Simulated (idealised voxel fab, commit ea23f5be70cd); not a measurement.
The following process module bears the name voxel transistor to metal.
The cross-section shown here is cut; it is 300 nm wide and divided into square cells measuring 5 nm on a side.
A cross-section in this document is a grid of square cells, and it is written down as bands, the top band listed before the ones below it; a band is made up of one or more rows of cells. Quick guide to a band line: top height, bottom height (nm) up front; then every material left to right with its width in nm. Only one material and it's marked "full width"? Then it fills the band edge to edge. And "blank" just means empty space. Where do heights start? At 0: under that level the wafer as delivered is made of one material only. And the lowest band has no floor; it just carries on downward, as in "0 and below". With a width like "30->40", each row of cells in the band differs from the next by the same amount, the top row carrying the first number and the bottom row the second. "no modifications" means the step left every cell of the cross-section as it was. The list in "Closed void listing" covers empty spaces of 8 cells or more that cannot reach the top through any open way, and it gives each as width x height at distance; the distance is from the left edge, and width, height and distance are in nm. Step line, after settings: the simulator's comment on this step. "overlay nm" answers the question of how far to the right of plan the mask lay on a step that has a mask, and when it is negative the answer is to the left. Each pair of cross-sections that follows straddles one process step: the one shows the state before the step, the other the state after it, down to the lowest band that changed and no further. The step in question, and its settings, are given under the pair. Note that a pair is not necessarily a continuation of the pair above it, since pairs can come from different runs of this module on the same starting wafer; it is a continuation only where its entry headed "State on entry" says so.

# State on entry
    130 down to 120 = aC (30), blank (20), aC (120), blank (20), aC (110)
    120 down to 85 = SiO2 full width
    85 down to 80 = SiCN full width
    80 down to 75 = SiCN (25), Ru (30), SiCN (50), Ru (30), SiCN (30), Ru (30), SiCN (50), Ru (30), SiCN (25)
    75 down to 50 = lowk (30), TiN (5), Ru (10), TiN (5), lowk (60), TiN (5), Ru (10), TiN (5), lowk (40), TiN (5), Ru (10), TiN (5), lowk (60), TiN (5), Ru (10), TiN (5), lowk (30)
    50 down to 45 = SiN (30), TiN (20), SiN (60), TiN (20), SiN (40), TiN (20), SiN (60), TiN (20), SiN (30)
    45 down to 30 = SiO2 (30), TiN (5), W (25), TiN (5), SiO2 (30), TiN (5), W (25), TiN (5), SiO2 (40), TiN (5), W (25), TiN (5), SiO2 (30), TiN (5), W (25), TiN (5), SiO2 (30)
    30 down to 20 = SiO2 (30), TiN (5), W (25), TiN (5), SiN (5), SiCN (20), SiN (5), TiN (5), W (25), TiN (5), SiO2 (40), TiN (5), W (25), TiN (5), SiN (5), SiCN (20), SiN (5), TiN (5), W (25), TiN (5), SiO2 (30)
    20 down to 10 = SiO2 (30), TiN (5), W (25), TiN (5), SiN (5), polySi (20), SiN (5), TiN (5), W (25), TiN (5), SiO2 (40), TiN (5), W (25), TiN (5), SiN (5), polySi (20), SiN (5), TiN (5), W (25), TiN (5), SiO2 (30)
    10 down to 5 = SiO2 (30), TiN (5), W (10), TiN (20), SiN (5), polySi (20), SiN (5), TiN (20), W (10), TiN (5), SiO2 (40), TiN (5), W (10), TiN (20), SiN (5), polySi (20), SiN (5), TiN (20), W (10), TiN (5), SiO2 (30)
    5 down to 0 = SiO2 (30), TiN (5), W (10), TiN (5), SiGe (15), SiN (5), polySi (20), SiN (5), SiGe (15), TiN (5), W (10), TiN (5), SiO2 (40), TiN (5), W (10), TiN (5), SiGe (15), SiN (5), polySi (20), SiN (5), SiGe (15), TiN (5), W (10), TiN (5), SiO2 (30)
    0 down to -5 = SiO2 (30), TiN (20), SiGe (15), SiN (5), polySi (20), SiN (5), SiGe (15), TiN (20), SiO2 (40), TiN (20), SiGe (15), SiN (5), polySi (20), SiN (5), SiGe (15), TiN (20), SiO2 (30)
    -5 down to -10 = SiO2 (20), SiN (5), SiGe (20), TiN (5), SiGe (15), SiO2 (30), SiGe (15), TiN (5), SiGe (20), SiN (5), SiO2 (20), SiN (5), SiGe (20), TiN (5), SiGe (15), SiO2 (30), SiGe (15), TiN (5), SiGe (20), SiN (5), SiO2 (20)
    -10 down to -15 = SiO2 (10), SiN (5), SiO2 (5), SiN (5), SiO2 (5), SiGe (35), Si (30), SiGe (35), SiO2 (5), SiN (5), SiO2 (20), SiN (5), SiO2 (5), SiGe (35), Si (30), SiGe (35), SiO2 (5), SiN (5), SiO2 (5), SiN (5), SiO2 (10)
    -15 down to -20 = SiO2 (30), SiGe (35), Si (30), SiGe (35), SiO2 (40), SiGe (35), Si (30), SiGe (35), SiO2 (30)
    -20 down to -25 = SiO2 (25), Si (5), SiGe (35), Si (30), SiGe (35), Si (5), SiO2 (30), Si (5), SiGe (35), Si (30), SiGe (35), Si (5), SiO2 (25)
    -25 and below = Si full width
    Closed void listing: none

# Post-Process View
    130 down to 120 = aC (30), blank (20), aC (120), blank (20), aC (110)
    120 down to 100 = SiO2 (30), blank (20), SiO2 (120), blank (20), SiO2 (110)
    Heights below 100 show no change.
    Closed void listing: none
The step that takes the structure from the upper cross-section to the lower one is DIRECTIONAL_ETCH, etch materials SiO2, depth nm 20

State on entry: starting point is the after cross-section of the pair just above.

# Post-Process View
    120 down to 100 = SiO2 (30), blank (20), SiO2 (120), blank (20), SiO2 (110)
    Heights below 100 show no change.
    Closed void listing: none
The step that takes the structure from the upper cross-section to the lower one is STRIP, etch materials aC

State on entry: starting point is the after cross-section of the pair just above.

# Post-Process View
    140 down to 120 = resist (30), blank (15), resist (125), blank (15), resist (115)
    120 down to 100 = SiO2 (30), blank (15), resist (5), SiO2 (120), blank (15), resist (5), SiO2 (110)
    Heights below 100 show no change.
    Closed void listing: none
The step that takes the structure from the upper cross-section to the lower one is PATTERN, tone open, mask id METAL_2_HOLES, material resist, width nm 15, pitch nm 140, thk nm 20, overlay nm 0

State on entry: starting point is the after cross-section of the pair just above.

# Post-Process View
    140 down to 120 = resist (30), blank (15), resist (125), blank (15), resist (115)
    120 down to 100 = SiO2 (30), blank (15), resist (5), SiO2 (120), blank (15), resist (5), SiO2 (110)
    100 down to 85 = SiO2 (30), blank (15), SiO2 (125), blank (15), SiO2 (115)
    Heights below 85 show no change.
    Closed void listing: none
The step that takes the structure from the upper cross-section to the lower one is DIRECTIONAL_ETCH, etch materials SiO2, depth nm 15

State on entry: starting point is the after cross-section of the pair just above.

# Post-Process View
    140 down to 120 = resist (30), blank (15), resist (125), blank (15), resist (115)
    120 down to 100 = SiO2 (30), blank (15), resist (5), SiO2 (120), blank (15), resist (5), SiO2 (110)
    100 down to 85 = SiO2 (30), blank (15), SiO2 (125), blank (15), SiO2 (115)
    85 down to 80 = SiCN (30), blank (15), SiCN (125), blank (15), SiCN (115)
    Heights below 80 show no change.
    Closed void listing: none
The step that takes the structure from the upper cross-section to the lower one is DIRECTIONAL_ETCH, etch materials SiCN, depth nm 5

State on entry: starting point is the after cross-section of the pair just above.

# Post-Process View
    120 down to 100 = SiO2 (30), blank (20), SiO2 (120), blank (20), SiO2 (110)
    Heights below 100 show no change.
    Closed void listing: none
The step that takes the structure from the upper cross-section to the lower one is STRIP, etch materials resist

State on entry: starting point is the after cross-section of the pair just above.

# Post-Process View
    125 down to 120 = TiN (35), blank (10), TiN (130), blank (10), TiN (115)
    120 down to 105 = SiO2 (30), TiN (5), blank (10), TiN (5), SiO2 (120), TiN (5), blank (10), TiN (5), SiO2 (110)
    105 down to 100 = SiO2 (30), TiN (5), blank (5), TiN (10), SiO2 (120), TiN (5), blank (5), TiN (10), SiO2 (110)
    100 down to 85 = SiO2 (30), TiN (5), blank (5), TiN (5), SiO2 (125), TiN (5), blank (5), TiN (5), SiO2 (115)
    85 down to 80 = SiCN (30), TiN (15), SiCN (125), TiN (15), SiCN (115)
    Heights below 80 show no change.
    Closed void listing: none
The step that takes the structure from the upper cross-section to the lower one is CONFORMAL_DEP, material TiN, thk nm 5

State on entry: starting point is the after cross-section of the pair just above.

# Post-Process View
    130 down to 125 = Ru full width
    125 down to 120 = TiN (35), Ru (10), TiN (130), Ru (10), TiN (115)
    120 down to 105 = SiO2 (30), TiN (5), Ru (10), TiN (5), SiO2 (120), TiN (5), Ru (10), TiN (5), SiO2 (110)
    105 down to 100 = SiO2 (30), TiN (5), Ru (5), TiN (10), SiO2 (120), TiN (5), Ru (5), TiN (10), SiO2 (110)
    100 down to 85 = SiO2 (30), TiN (5), Ru (5), TiN (5), SiO2 (125), TiN (5), Ru (5), TiN (5), SiO2 (115)
    Heights below 85 show no change.
    Closed void listing: none
The step that takes the structure from the upper cross-section to the lower one is FILL_DEP, material Ru, thk nm 5

State on entry: starting point is the after cross-section of the pair just above.

# Post-Process View
    120 down to 105 = SiO2 (30), TiN (5), Ru (10), TiN (5), SiO2 (120), TiN (5), Ru (10), TiN (5), SiO2 (110)
    Heights below 105 show no change.
    Closed void listing: none
The step that takes the structure from the upper cross-section to the lower one is CMP, height nm 120

State on entry: starting point is the after cross-section of the pair just above.

# Post-Process View
    125 down to 120 = SiCN full width
    Heights below 120 show no change.
    Closed void listing: none
The step that takes the structure from the upper cross-section to the lower one is CONFORMAL_DEP, material SiCN, thk nm 5

# State on entry
    75 down to 50 = lowk full width
    50 down to 45 = SiN full width
    45 down to 30 = SiO2 (30), TiN (5), W (25), TiN (5), SiO2 (30), TiN (5), W (25), TiN (5), SiO2 (40), TiN (5), W (25), TiN (5), SiO2 (30), TiN (5), W (25), TiN (5), SiO2 (30)
    30 down to 20 = SiO2 (30), TiN (5), W (25), TiN (5), SiN (5), SiCN (20), SiN (5), TiN (5), W (25), TiN (5), SiO2 (40), TiN (5), W (25), TiN (5), SiN (5), SiCN (20), SiN (5), TiN (5), W (25), TiN (5), SiO2 (30)
    20 down to 10 = SiO2 (30), TiN (5), W (25), TiN (5), SiN (5), polySi (20), SiN (5), TiN (5), W (25), TiN (5), SiO2 (40), TiN (5), W (25), TiN (5), SiN (5), polySi (20), SiN (5), TiN (5), W (25), TiN (5), SiO2 (30)
    10 down to 5 = SiO2 (30), TiN (5), W (10), TiN (20), SiN (5), polySi (20), SiN (5), TiN (20), W (10), TiN (5), SiO2 (40), TiN (5), W (10), TiN (20), SiN (5), polySi (20), SiN (5), TiN (20), W (10), TiN (5), SiO2 (30)
    5 down to 0 = SiO2 (30), TiN (5), W (10), TiN (5), SiGe (15), SiN (5), polySi (20), SiN (5), SiGe (15), TiN (5), W (10), TiN (5), SiO2 (40), TiN (5), W (10), TiN (5), SiGe (15), SiN (5), polySi (20), SiN (5), SiGe (15), TiN (5), W (10), TiN (5), SiO2 (30)
    0 down to -5 = SiO2 (20), SiN (5), SiO2 (5), TiN (5), W (10), TiN (5), SiGe (15), SiN (5), polySi (20), SiN (5), SiGe (15), TiN (5), W (10), TiN (5), SiO2 (5), SiN (5), SiO2 (20), SiN (5), SiO2 (5), TiN (5), W (10), TiN (5), SiGe (15), SiN (5), polySi (20), SiN (5), SiGe (15), TiN (5), W (10), TiN (5), SiO2 (5), SiN (5), SiO2 (20)
    -5 down to -10 = SiO2 (30), TiN (20), SiGe (15), SiO2 (30), SiGe (15), TiN (20), SiO2 (40), TiN (20), SiGe (15), SiO2 (30), SiGe (15), TiN (20), SiO2 (30)
    -10 down to -25 = SiO2 (25), SiGe (40), Si (30), SiGe (40), SiO2 (30), SiGe (40), Si (30), SiGe (40), SiO2 (25)
    -25 and below = Si full width
    Closed void listing: none

# Post-Process View
    75 down to 50 = lowk (35), blank (15), lowk (65), blank (15), lowk (45), blank (15), lowk (65), blank (15), lowk (30)
    Heights below 50 show no change.
    Closed void listing: none
The step that takes the structure from the upper cross-section to the lower one is MASKED_ETCH, tone open, mask id METAL_1, width nm 15, etch materials lowk, depth nm 25, overlay nm 0

State on entry: starting point is the after cross-section of the pair just above.

# Post-Process View
    75 down to 50 = lowk (35), blank (15), lowk (65), blank (15), lowk (45), blank (15), lowk (65), blank (15), lowk (30)
    50 down to 45 = SiN (35), blank (15), SiN (65), blank (15), SiN (45), blank (15), SiN (65), blank (15), SiN (30)
    Heights below 45 show no change.
    Closed void listing: none
The step that takes the structure from the upper cross-section to the lower one is MASKED_ETCH, tone open, mask id METAL_1, width nm 20, etch materials SiN, depth nm 5, overlay nm 0

State on entry: starting point is the after cross-section of the pair just above.

# Post-Process View
    80 down to 75 = TiN (40), blank (5), TiN (75), blank (5), TiN (55), blank (5), TiN (75), blank (5), TiN (35)
    75 down to 50 = lowk (35), TiN (5), blank (5), TiN (5), lowk (65), TiN (5), blank (5), TiN (5), lowk (45), TiN (5), blank (5), TiN (5), lowk (65), TiN (5), blank (5), TiN (5), lowk (30)
    50 down to 45 = SiN (35), TiN (15), SiN (65), TiN (15), SiN (45), TiN (15), SiN (65), TiN (15), SiN (30)
    Heights below 45 show no change.
    Closed void listing: none
The step that takes the structure from the upper cross-section to the lower one is CONFORMAL_DEP, material TiN, thk nm 5

State on entry: starting point is the after cross-section of the pair just above.

# Post-Process View
    85 down to 80 = Ru full width
    80 down to 75 = TiN (40), Ru (5), TiN (75), Ru (5), TiN (55), Ru (5), TiN (75), Ru (5), TiN (35)
    75 down to 50 = lowk (35), TiN (5), Ru (5), TiN (5), lowk (65), TiN (5), Ru (5), TiN (5), lowk (45), TiN (5), Ru (5), TiN (5), lowk (65), TiN (5), Ru (5), TiN (5), lowk (30)
    Heights below 50 show no change.
    Closed void listing: none
The step that takes the structure from the upper cross-section to the lower one is FILL_DEP, material Ru, thk nm 5

State on entry: starting point is the after cross-section of the pair just above.

# Post-Process View
    75 down to 50 = lowk (35), TiN (5), Ru (5), TiN (5), lowk (65), TiN (5), Ru (5), TiN (5), lowk (45), TiN (5), Ru (5), TiN (5), lowk (65), TiN (5), Ru (5), TiN (5), lowk (30)
    Heights below 50 show no change.
    Closed void listing: none
The step that takes the structure from the upper cross-section to the lower one is CMP, height nm 75

State on entry: starting point is the after cross-section of the pair just above.

# Post-Process View
    80 down to 75 = blank (30), Ru (25), blank (55), Ru (25), blank (35), Ru (25), blank (55), Ru (25), blank (25)
    Heights below 75 show no change.
    Closed void listing: none
The step that takes the structure from the upper cross-section to the lower one is EPI, material Ru, thk nm 5

State on entry: starting point is the after cross-section of the pair just above.

# Post-Process View
    85 down to 80 = SiCN full width
    80 down to 75 = SiCN (30), Ru (25), SiCN (55), Ru (25), SiCN (35), Ru (25), SiCN (55), Ru (25), SiCN (25)
    Heights below 75 show no change.
    Closed void listing: none
The step that takes the structure from the upper cross-section to the lower one is FILL_DEP, material SiCN, thk nm 5

State on entry: starting point is the after cross-section of the pair just above.

# Post-Process View
    120 down to 85 = SiO2 full width
    Heights below 85 show no change.
    Closed void listing: none
The step that takes the structure from the upper cross-section to the lower one is DIRECTIONAL_DEP, material SiO2, thk nm 35

State on entry: starting point is the after cross-section of the pair just above.

# Post-Process View
    130 down to 120 = aC full width
    Heights below 120 show no change.
    Closed void listing: none
The step that takes the structure from the upper cross-section to the lower one is DIRECTIONAL_DEP, material aC, thk nm 10

State on entry: starting point is the after cross-section of the pair just above.

# Post-Process View
    160 down to 130 = resist (30), blank (20), resist (120), blank (20), resist (110)
    Heights below 130 show no change.
    Closed void listing: none
The step that takes the structure from the upper cross-section to the lower one is PATTERN, tone open, mask id METAL_2, material resist, width nm 20, pitch nm 140, thk nm 30, overlay nm 0

State on entry: starting point is the after cross-section of the pair just above.

# Post-Process View
    150 down to 130 = resist (30), blank (20), resist (120), blank (20), resist (110)
    130 down to 120 = aC (30), blank (20), aC (120), blank (20), aC (110)
    Heights below 120 show no change.
    Closed void listing: none
The step that takes the structure from the upper cross-section to the lower one is DIRECTIONAL_ETCH, etch materials aC, depth nm 10

State on entry: starting point is the after cross-section of the pair just above.

# Post-Process View
    130 down to 120 = aC (30), blank (20), aC (120), blank (20), aC (110)
    Heights below 120 show no change.
    Closed void listing: none
The step that takes the structure from the upper cross-section to the lower one is STRIP, etch materials resist

State on entry: starting point is the after cross-section of the pair just above.

# Post-Process View
    130 down to 120 = aC (30), blank (20), aC (120), blank (20), aC (110)
    120 down to 100 = SiO2 (30), blank (20), SiO2 (120), blank (20), SiO2 (110)
    Heights below 100 show no change.
    Closed void listing: none
The step that takes the structure from the upper cross-section to the lower one is DIRECTIONAL_ETCH, etch materials SiO2, depth nm 20

State on entry: starting point is the after cross-section of the pair just above.

# Post-Process View
    120 down to 100 = SiO2 (30), blank (20), SiO2 (120), blank (20), SiO2 (110)
    Heights below 100 show no change.
    Closed void listing: none
The step that takes the structure from the upper cross-section to the lower one is STRIP, etch materials aC

State on entry: starting point is the after cross-section of the pair just above.

# Post-Process View
    140 down to 120 = resist (30), blank (15), resist (125), blank (15), resist (115)
    120 down to 100 = SiO2 (30), blank (15), resist (5), SiO2 (120), blank (15), resist (5), SiO2 (110)
    Heights below 100 show no change.
    Closed void listing: none
The step that takes the structure from the upper cross-section to the lower one is PATTERN, tone open, mask id METAL_2_HOLES, material resist, width nm 15, pitch nm 140, thk nm 20, overlay nm 0

State on entry: starting point is the after cross-section of the pair just above.

# Post-Process View
    140 down to 120 = resist (30), blank (15), resist (125), blank (15), resist (115)
    120 down to 100 = SiO2 (30), blank (15), resist (5), SiO2 (120), blank (15), resist (5), SiO2 (110)
    100 down to 85 = SiO2 (30), blank (15), SiO2 (125), blank (15), SiO2 (115)
    Heights below 85 show no change.
    Closed void listing: none
The step that takes the structure from the upper cross-section to the lower one is DIRECTIONAL_ETCH, etch materials SiO2, depth nm 15

State on entry: starting point is the after cross-section of the pair just above.

# Post-Process View
    140 down to 120 = resist (30), blank (15), resist (125), blank (15), resist (115)
    120 down to 100 = SiO2 (30), blank (15), resist (5), SiO2 (120), blank (15), resist (5), SiO2 (110)
    100 down to 85 = SiO2 (30), blank (15), SiO2 (125), blank (15), SiO2 (115)
    85 down to 80 = SiCN (30), blank (15), SiCN (125), blank (15), SiCN (115)
    Heights below 80 show no change.
    Closed void listing: none
The step that takes the structure from the upper cross-section to the lower one is DIRECTIONAL_ETCH, etch materials SiCN, depth nm 5

State on entry: starting point is the after cross-section of the pair just above.

# Post-Process View
    120 down to 100 = SiO2 (30), blank (20), SiO2 (120), blank (20), SiO2 (110)
    Heights below 100 show no change.
    Closed void listing: none
The step that takes the structure from the upper cross-section to the lower one is STRIP, etch materials resist

State on entry: starting point is the after cross-section of the pair just above.

# Post-Process View
    125 down to 120 = TiN (35), blank (10), TiN (130), blank (10), TiN (115)
    120 down to 105 = SiO2 (30), TiN (5), blank (10), TiN (5), SiO2 (120), TiN (5), blank (10), TiN (5), SiO2 (110)
    105 down to 100 = SiO2 (30), TiN (5), blank (5), TiN (10), SiO2 (120), TiN (5), blank (5), TiN (10), SiO2 (110)
    100 down to 85 = SiO2 (30), TiN (5), blank (5), TiN (5), SiO2 (125), TiN (5), blank (5), TiN (5), SiO2 (115)
    85 down to 80 = SiCN (30), TiN (15), SiCN (125), TiN (15), SiCN (115)
    Heights below 80 show no change.
    Closed void listing: none
The step that takes the structure from the upper cross-section to the lower one is CONFORMAL_DEP, material TiN, thk nm 5

State on entry: starting point is the after cross-section of the pair just above.

# Post-Process View
    130 down to 125 = Ru full width
    125 down to 120 = TiN (35), Ru (10), TiN (130), Ru (10), TiN (115)
    120 down to 105 = SiO2 (30), TiN (5), Ru (10), TiN (5), SiO2 (120), TiN (5), Ru (10), TiN (5), SiO2 (110)
    105 down to 100 = SiO2 (30), TiN (5), Ru (5), TiN (10), SiO2 (120), TiN (5), Ru (5), TiN (10), SiO2 (110)
    100 down to 85 = SiO2 (30), TiN (5), Ru (5), TiN (5), SiO2 (125), TiN (5), Ru (5), TiN (5), SiO2 (115)
    Heights below 85 show no change.
    Closed void listing: none
The step that takes the structure from the upper cross-section to the lower one is FILL_DEP, material Ru, thk nm 5

State on entry: starting point is the after cross-section of the pair just above.

# Post-Process View
    120 down to 105 = SiO2 (30), TiN (5), Ru (10), TiN (5), SiO2 (120), TiN (5), Ru (10), TiN (5), SiO2 (110)
    Heights below 105 show no change.
    Closed void listing: none
The step that takes the structure from the upper cross-section to the lower one is CMP, height nm 120

State on entry: starting point is the after cross-section of the pair just above.

# Post-Process View
    125 down to 120 = SiCN full width
    Heights below 120 show no change.
    Closed void listing: none
The step that takes the structure from the upper cross-section to the lower one is CONFORMAL_DEP, material SiCN, thk nm 5

# State on entry
    75 down to 50 = lowk full width
    50 down to 45 = SiN full width
    45 down to 30 = SiO2 (30), TiN (5), W (25), TiN (5), SiO2 (30), TiN (5), W (25), TiN (5), SiO2 (40), TiN (5), W (25), TiN (5), SiO2 (30), TiN (5), W (25), TiN (5), SiO2 (30)
    30 down to 20 = SiO2 (30), TiN (5), W (25), TiN (5), SiN (5), SiCN (20), SiN (5), TiN (5), W (25), TiN (5), SiO2 (40), TiN (5), W (25), TiN (5), SiN (5), SiCN (20), SiN (5), TiN (5), W (25), TiN (5), SiO2 (30)
    20 down to 10 = SiO2 (30), TiN (5), W (25), TiN (5), SiN (5), polySi (20), SiN (5), TiN (5), W (25), TiN (5), SiO2 (40), TiN (5), W (25), TiN (5), SiN (5), polySi (20), SiN (5), TiN (5), W (25), TiN (5), SiO2 (30)
    10 down to 5 = SiO2 (30), TiN (5), W (10), TiN (20), SiN (5), polySi (20), SiN (5), TiN (20), W (10), TiN (5), SiO2 (40), TiN (5), W (10), TiN (20), SiN (5), polySi (20), SiN (5), TiN (20), W (10), TiN (5), SiO2 (30)
    5 down to 0 = SiO2 (30), TiN (5), W (10), TiN (5), SiGe (15), SiN (5), polySi (20), SiN (5), SiGe (15), TiN (5), W (10), TiN (5), SiO2 (40), TiN (5), W (10), TiN (5), SiGe (15), SiN (5), polySi (20), SiN (5), SiGe (15), TiN (5), W (10), TiN (5), SiO2 (30)
    0 down to -5 = SiO2 (20), SiN (5), SiO2 (5), TiN (5), W (10), TiN (5), SiGe (15), SiN (5), polySi (20), SiN (5), SiGe (15), TiN (5), W (10), TiN (5), SiO2 (5), SiN (5), SiO2 (20), SiN (5), SiO2 (5), TiN (5), W (10), TiN (5), SiGe (15), SiN (5), polySi (20), SiN (5), SiGe (15), TiN (5), W (10), TiN (5), SiO2 (5), SiN (5), SiO2 (20)
    -5 down to -10 = SiO2 (30), TiN (20), SiGe (15), SiO2 (30), SiGe (15), TiN (20), SiO2 (40), TiN (20), SiGe (15), SiO2 (30), SiGe (15), TiN (20), SiO2 (30)
    -10 down to -25 = SiO2 (25), SiGe (40), Si (30), SiGe (40), SiO2 (30), SiGe (40), Si (30), SiGe (40), SiO2 (25)
    -25 and below = Si full width
    Closed void listing: none

# Post-Process View
    75 down to 50 = lowk (25), blank (20), lowk (60), blank (20), lowk (40), blank (20), lowk (60), blank (20), lowk (35)
    Heights below 50 show no change.
    Closed void listing: none
The step that takes the structure from the upper cross-section to the lower one is MASKED_ETCH, tone open, mask id METAL_1, width nm 20, etch materials lowk, depth nm 25, overlay nm -5

State on entry: starting point is the after cross-section of the pair just above.

# Post-Process View
    75 down to 50 = lowk (25), blank (20), lowk (60), blank (20), lowk (40), blank (20), lowk (60), blank (20), lowk (35)
    50 down to 45 = SiN (30), blank (15), SiN (65), blank (15), SiN (45), blank (15), SiN (65), blank (15), SiN (35)
    Heights below 45 show no change.
    Closed void listing: none
The step that takes the structure from the upper cross-section to the lower one is MASKED_ETCH, tone open, mask id METAL_1, width nm 20, etch materials SiN, depth nm 5, overlay nm 0

State on entry: starting point is the after cross-section of the pair just above.

# Post-Process View
    80 down to 75 = TiN (30), blank (10), TiN (70), blank (10), TiN (50), blank (10), TiN (70), blank (10), TiN (40)
    75 down to 55 = lowk (25), TiN (5), blank (10), TiN (5), lowk (60), TiN (5), blank (10), TiN (5), lowk (40), TiN (5), blank (10), TiN (5), lowk (60), TiN (5), blank (10), TiN (5), lowk (35)
    55 down to 50 = lowk (25), TiN (10), blank (5), TiN (5), lowk (60), TiN (10), blank (5), TiN (5), lowk (40), TiN (10), blank (5), TiN (5), lowk (60), TiN (10), blank (5), TiN (5), lowk (35)
    50 down to 45 = SiN (30), TiN (15), SiN (65), TiN (15), SiN (45), TiN (15), SiN (65), TiN (15), SiN (35)
    Heights below 45 show no change.
    Closed void listing: none
The step that takes the structure from the upper cross-section to the lower one is CONFORMAL_DEP, material TiN, thk nm 5

State on entry: starting point is the after cross-section of the pair just above.

# Post-Process View
    85 down to 80 = Ru full width
    80 down to 75 = TiN (30), Ru (10), TiN (70), Ru (10), TiN (50), Ru (10), TiN (70), Ru (10), TiN (40)
    75 down to 55 = lowk (25), TiN (5), Ru (10), TiN (5), lowk (60), TiN (5), Ru (10), TiN (5), lowk (40), TiN (5), Ru (10), TiN (5), lowk (60), TiN (5), Ru (10), TiN (5), lowk (35)
    55 down to 50 = lowk (25), TiN (10), Ru (5), TiN (5), lowk (60), TiN (10), Ru (5), TiN (5), lowk (40), TiN (10), Ru (5), TiN (5), lowk (60), TiN (10), Ru (5), TiN (5), lowk (35)
    Heights below 50 show no change.
    Closed void listing: none
The step that takes the structure from the upper cross-section to the lower one is FILL_DEP, material Ru, thk nm 5

State on entry: starting point is the after cross-section of the pair just above.

# Post-Process View
    75 down to 55 = lowk (25), TiN (5), Ru (10), TiN (5), lowk (60), TiN (5), Ru (10), TiN (5), lowk (40), TiN (5), Ru (10), TiN (5), lowk (60), TiN (5), Ru (10), TiN (5), lowk (35)
    Heights below 55 show no change.
    Closed void listing: none
The step that takes the structure from the upper cross-section to the lower one is CMP, height nm 75

State on entry: starting point is the after cross-section of the pair just above.

# Post-Process View
    80 down to 75 = blank (20), Ru (30), blank (50), Ru (30), blank (30), Ru (30), blank (50), Ru (30), blank (30)
    Heights below 75 show no change.
    Closed void listing: none
The step that takes the structure from the upper cross-section to the lower one is EPI, material Ru, thk nm 5

State on entry: starting point is the after cross-section of the pair just above.

# Post-Process View
    85 down to 80 = SiCN full width
    80 down to 75 = SiCN (20), Ru (30), SiCN (50), Ru (30), SiCN (30), Ru (30), SiCN (50), Ru (30), SiCN (30)
    Heights below 75 show no change.
    Closed void listing: none
The step that takes the structure from the upper cross-section to the lower one is FILL_DEP, material SiCN, thk nm 5

State on entry: starting point is the after cross-section of the pair just above.

# Post-Process View
    120 down to 85 = SiO2 full width
    Heights below 85 show no change.
    Closed void listing: none
The step that takes the structure from the upper cross-section to the lower one is DIRECTIONAL_DEP, material SiO2, thk nm 35

State on entry: starting point is the after cross-section of the pair just above.

# Post-Process View
    130 down to 120 = aC full width
    Heights below 120 show no change.
    Closed void listing: none
The step that takes the structure from the upper cross-section to the lower one is DIRECTIONAL_DEP, material aC, thk nm 10

State on entry: starting point is the after cross-section of the pair just above.

# Post-Process View
    160 down to 130 = resist (30), blank (20), resist (120), blank (20), resist (110)
    Heights below 130 show no change.
    Closed void listing: none
The step that takes the structure from the upper cross-section to the lower one is PATTERN, tone open, mask id METAL_2, material resist, width nm 20, pitch nm 140, thk nm 30, overlay nm 0

State on entry: starting point is the after cross-section of the pair just above.

# Post-Process View
    150 down to 130 = resist (30), blank (20), resist (120), blank (20), resist (110)
    130 down to 120 = aC (30), blank (20), aC (120), blank (20), aC (110)
    Heights below 120 show no change.
    Closed void listing: none
The step that takes the structure from the upper cross-section to the lower one is DIRECTIONAL_ETCH, etch materials aC, depth nm 10

State on entry: starting point is the after cross-section of the pair just above.

# Post-Process View
    130 down to 120 = aC (30), blank (20), aC (120), blank (20), aC (110)
    Heights below 120 show no change.
    Closed void listing: none
The step that takes the structure from the upper cross-section to the lower one is STRIP, etch materials resist

State on entry: starting point is the after cross-section of the pair just above.

# Post-Process View
    130 down to 120 = aC (30), blank (20), aC (120), blank (20), aC (110)
    120 down to 100 = SiO2 (30), blank (20), SiO2 (120), blank (20), SiO2 (110)
    Heights below 100 show no change.
    Closed void listing: none
The step that takes the structure from the upper cross-section to the lower one is DIRECTIONAL_ETCH, etch materials SiO2, depth nm 20

State on entry: starting point is the after cross-section of the pair just above.

# Post-Process View
    120 down to 100 = SiO2 (30), blank (20), SiO2 (120), blank (20), SiO2 (110)
    Heights below 100 show no change.
    Closed void listing: none
The step that takes the structure from the upper cross-section to the lower one is STRIP, etch materials aC

State on entry: starting point is the after cross-section of the pair just above.

# Post-Process View
    140 down to 120 = resist (30), blank (15), resist (125), blank (15), resist (115)
    120 down to 100 = SiO2 (30), blank (15), resist (5), SiO2 (120), blank (15), resist (5), SiO2 (110)
    Heights below 100 show no change.
    Closed void listing: none
The step that takes the structure from the upper cross-section to the lower one is PATTERN, tone open, mask id METAL_2_HOLES, material resist, width nm 15, pitch nm 140, thk nm 20, overlay nm 0

State on entry: starting point is the after cross-section of the pair just above.

# Post-Process View
    140 down to 120 = resist (30), blank (15), resist (125), blank (15), resist (115)
    120 down to 100 = SiO2 (30), blank (15), resist (5), SiO2 (120), blank (15), resist (5), SiO2 (110)
    100 down to 85 = SiO2 (30), blank (15), SiO2 (125), blank (15), SiO2 (115)
    Heights below 85 show no change.
    Closed void listing: none
The step that takes the structure from the upper cross-section to the lower one is DIRECTIONAL_ETCH, etch materials SiO2, depth nm 15

State on entry: starting point is the after cross-section of the pair just above.

# Post-Process View
    140 down to 120 = resist (30), blank (15), resist (125), blank (15), resist (115)
    120 down to 100 = SiO2 (30), blank (15), resist (5), SiO2 (120), blank (15), resist (5), SiO2 (110)
    100 down to 85 = SiO2 (30), blank (15), SiO2 (125), blank (15), SiO2 (115)
    85 down to 80 = SiCN (30), blank (15), SiCN (125), blank (15), SiCN (115)
    Heights below 80 show no change.
    Closed void listing: none
The step that takes the structure from the upper cross-section to the lower one is DIRECTIONAL_ETCH, etch materials SiCN, depth nm 5

State on entry: starting point is the after cross-section of the pair just above.

# Post-Process View
    120 down to 100 = SiO2 (30), blank (20), SiO2 (120), blank (20), SiO2 (110)
    Heights below 100 show no change.
    Closed void listing: none
The step that takes the structure from the upper cross-section to the lower one is STRIP, etch materials resist
